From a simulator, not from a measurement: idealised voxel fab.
process module | voxel double patterning
cross-section cut | 265 nm wide | cells 5 nm
A cross-section is a grid of square cells, given in bands from the top down. A band is one or more rows of cells.
Each band's line starts with the height of the band's top and of its bottom, in nm. Then come its materials from left to right, each with its width in nm. One material with "throughout" fills the band from edge to edge. "air" is empty space.
Height 0 is the level under which the wafer as received is all one material. The lowest band goes on downwards, as in "0 down".
A width such as "30 to 40" changes by the same amount from each row of cells to the next, from the band's top row to its bottom row.
"no change" after a step means that no cell of the cross-section changed.
closed voids: empty space of 8 cells or more with no open way to the top, each as width x height at its distance from the left edge, in nm
after a step's settings: what the simulator itself notes on the step
overlay nm, on a step with a mask: how far to the right of its planned place the mask lay; to the left if negative
plan
1 op RECEIVE | material Si
2 op CONFORMAL_DEP | material SiO2 | thk nm 5
3 op DIRECTIONAL_DEP | material W | thk nm 15
4 op DIRECTIONAL_DEP | material SiCN | thk nm 10
5 op MASKED_ETCH | tone open | mask id FIRST | width nm 15 | pitch nm 50 | etch materials SiCN | depth nm 10 | overlay nm -15
6 op MASKED_ETCH | tone open | mask id SECOND | width nm 15 | etch materials SiCN | depth nm 10 | overlay nm 0
7 op DIRECTIONAL_ETCH | etch materials W | depth nm 15
8 op STRIP | etch materials SiCN
varied across the wafers: overlay nm of step 5. The plan shows the first wafer's value. All wafers start alike
first wafer as received, after step 1
  0 down: Si throughout
  closed voids: none
each wafer at the end: cells of each material gained (+) or lost (-) since it was received, then its closed voids
overlay nm -15 | +53 SiO2 | +135 W | closed voids: none
overlay nm -10 | +53 SiO2 | +132 W | closed voids: none
overlay nm -5 | +53 SiO2 | +132 W | closed voids: none
overlay nm 0 | +53 SiO2 | +132 W | closed voids: none
overlay nm 5 | +53 SiO2 | +132 W | closed voids: none
overlay nm 10 | +53 SiO2 | +132 W | closed voids: none
overlay nm 15 | +53 SiO2 | +135 W | closed voids: none
